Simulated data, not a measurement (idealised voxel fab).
This section sets out a process module, namely voxel transistor to metal.
For reference, the cross-section in this document is cut, with width 145 nm and square cells of 5 nm.
When this document writes out a cross-section, it uses a grid of square cells and lists it as bands, beginning at the top and moving down, with a band standing for one or more rows of cells.
Top height, bottom height, nm. Materials left to right, width each, nm. Single material + "all across" = fills band edge to edge. "empty" = empty.
Heights are measured from 0, the level below which the as-received wafer is all one material; the lowest band has no bottom and continues downward, written as in "top 0, no bottom".
With a width like "30->40", each row of cells in the band differs from the next by the same amount, the top row carrying the first number and the bottom row the second.
The designation "all unchanged", where it is given for a processing step, indicates that no cell of the cross-section was altered in the course of that step.
Empty spaces counting at least 8 cells and having no open way to the top are listed in "Closed void listing". The notation width x height at distance is used for each, the distance being from the left edge and all three values in nm.
Post-settings text on a step line: simulator's own remark regarding the step.
overlay nm: how far to the right of its planned place the mask lay on this masked step (negative: to the left).

Process steps foreseen in the plan
1. RECEIVE (material Si)
2. OXIDIZE (depth nm 5)
3. CONFORMAL_DEP (material SiN; thk nm 15)
4. DIRECTIONAL_DEP (material aC; thk nm 10)
5. PATTERN (tone cover; mask id ACTIVE; material resist; width nm 100; thk nm 30; overlay nm 0)
6. DIRECTIONAL_ETCH (etch materials aC; depth nm 10)
7. STRIP (etch materials resist)
8. DIRECTIONAL_ETCH (etch materials SiN; depth nm 15)
9. DIRECTIONAL_ETCH (etch materials SiO2; depth nm 5)
10. DIRECTIONAL_ETCH (etch materials Si; depth nm 25)
11. STRIP (etch materials aC)
12. FILL_DEP (material SiO2; thk nm 15)
13. CMP (height nm 15)
14. SELECTIVE_ETCH (etch materials SiO2; depth nm 10)
15. STRIP (etch materials SiN)
16. SELECTIVE_ETCH (etch materials SiO2; depth nm 5)
17. OXIDIZE (depth nm 5)
18. DIRECTIONAL_DEP (material polySi; thk nm 20)
19. DIRECTIONAL_DEP (material SiCN; thk nm 15)
20. PATTERN (tone cover; mask id GATE; material resist; width nm 20; thk nm 15; overlay nm 0)
21. DIRECTIONAL_ETCH (etch materials SiCN; depth nm 25)
22. DIRECTIONAL_ETCH (etch materials polySi; depth nm 30)
23. STRIP (etch materials resist)
24. CONFORMAL_DEP (material SiO2; thk nm 5)
25. DIRECTIONAL_ETCH (etch materials SiO2; depth nm 5)
26. CONFORMAL_DEP (material SiN; thk nm 5)
27. DIRECTIONAL_ETCH (etch materials SiN; depth nm 5)
28. DIRECTIONAL_ETCH (etch materials SiO2; depth nm 5)
29. DIRECTIONAL_ETCH (etch materials Si; depth nm 10)
30. EPI (material nSi; thk nm 10)
31. FILL_DEP (material SiO2; thk nm 5)
32. CMP (height nm 30)
33. DIRECTIONAL_DEP (material SiO2; thk nm 10)
34. PATTERN (tone open; mask id CONTACT; material resist; width nm 30; pitch nm 60; thk nm 20; overlay nm 0)
35. DIRECTIONAL_ETCH (etch materials SiO2; depth nm 50)
36. STRIP (etch materials resist)
37. CONFORMAL_DEP (material TiN; thk nm 5)
38. FILL_DEP (material W; thk nm 10)
39. CMP (height nm 40)
40. CONFORMAL_DEP (material SiCN; thk nm 5)
41. DIRECTIONAL_DEP (material lowk; thk nm 15)
42. PATTERN (tone open; mask id METAL_1; material resist; width nm 20; pitch nm 70; thk nm 15; overlay nm 0)
43. DIRECTIONAL_ETCH (etch materials lowk; depth nm 15)
44. DIRECTIONAL_ETCH (etch materials SiCN; depth nm 5)
45. STRIP (etch materials resist)
46. CONFORMAL_DEP (material TiN; thk nm 5)
47. FILL_DEP (material Cu; thk nm 10)
48. CMP (height nm 60)
49. CONFORMAL_DEP (material SiCN; thk nm 5)
50. DIRECTIONAL_DEP (material SiO2; thk nm 35)
51. DIRECTIONAL_DEP (material aC; thk nm 10)
52. PATTERN (tone open; mask id METAL_2_HOLES; material resist; width nm 15; pitch nm 70; thk nm 25; overlay nm 0)
53. DIRECTIONAL_ETCH (etch materials aC; depth nm 10)
54. STRIP (etch materials resist)
55. DIRECTIONAL_ETCH (etch materials SiO2; depth nm 35)
56. STRIP (etch materials aC)
57. PATTERN (tone open; mask id METAL_2; material resist; width nm 20; pitch nm 70; thk nm 15; overlay nm 0)
58. DIRECTIONAL_ETCH (etch materials SiO2; depth nm 20)
59. DIRECTIONAL_ETCH (etch materials SiCN; depth nm 5)
60. STRIP (etch materials resist)
61. CONFORMAL_DEP (material TiN; thk nm 5)
62. FILL_DEP (material Cu; thk nm 10)
63. CMP (height nm 100)
64. CONFORMAL_DEP (material SiN; thk nm 5)

Step 1 complete: cross-section of the wafer as received
> top 0, no bottom = Si all across
> Closed void listing: none

Result of the module, cross-sectioned: start per above, plan per above, one error in how it was run
> top 105, bottom 100 = SiN all across
> top 100, bottom 85 = SiO2: 25  TiN: 5  Cu: 10  TiN: 5  SiO2: 50  TiN: 5  Cu: 10  TiN: 5  SiO2: 30
> top 85, bottom 80 = SiO2: 25  TiN: 5  Cu: 5  TiN: 10  SiO2: 50  TiN: 5  Cu: 5  TiN: 10  SiO2: 30
> top 80, bottom 65 = SiO2: 25  TiN: 5  Cu: 5  TiN: 5  SiO2: 55  TiN: 5  Cu: 5  TiN: 5  SiO2: 35
> top 65, bottom 55 = SiCN: 25  TiN: 15->20  SiCN: 55->50  TiN: 15->20  SiCN: 35->30
> top 55, bottom 40 = lowk all across
> top 40, bottom 30 = SiO2: 25  TiN: 5  W: 20->15  TiN: 5->10  SiO2: 30  TiN: 5->10  W: 20->15  TiN: 5  SiO2: 30
> top 30, bottom 15 = SiO2: 25  TiN: 5  W: 15  TiN: 5  SiN: 5  SiO2: 5  SiCN: 20  SiO2: 5  SiN: 5  TiN: 5  W: 15  TiN: 5  SiO2: 30
> top 15, bottom 5 = SiO2: 25  TiN: 5  W: 15  TiN: 5  SiN: 5  SiO2: 5  polySi: 20  SiO2: 5  SiN: 5  TiN: 5  W: 15  TiN: 5  SiO2: 30
> top 5, bottom 0 = SiO2: 25  TiN: 25  SiN: 5  SiO2: 5  polySi: 20  SiO2: 5  SiN: 5  TiN: 25  SiO2: 30
> top 0, bottom -5 = SiO2: 20  SiN: 5  nSi: 10  TiN: 5  nSi: 10  SiN: 5  SiO2: 5  polySi: 20  SiO2: 5  SiN: 5  nSi: 10  TiN: 5  nSi: 10  SiN: 5  SiO2: 25
> top -5, bottom -10 = SiO2: 25  nSi: 10  TiN: 5  nSi: 10  SiO2: 40  nSi: 10  TiN: 5  nSi: 10  SiO2: 30
> top -10, bottom -20 = SiO2: 20  Si: 5  nSi: 25  Si: 40  nSi: 25  Si: 5  SiO2: 25
> top -20, bottom -30 = SiO2: 20  Si: 100  SiO2: 25
> top -30, no bottom = Si all across
> Closed void listing: none
Nonconformance to the process plan: mixed up steps 40 and 41 - ran each in the other's place
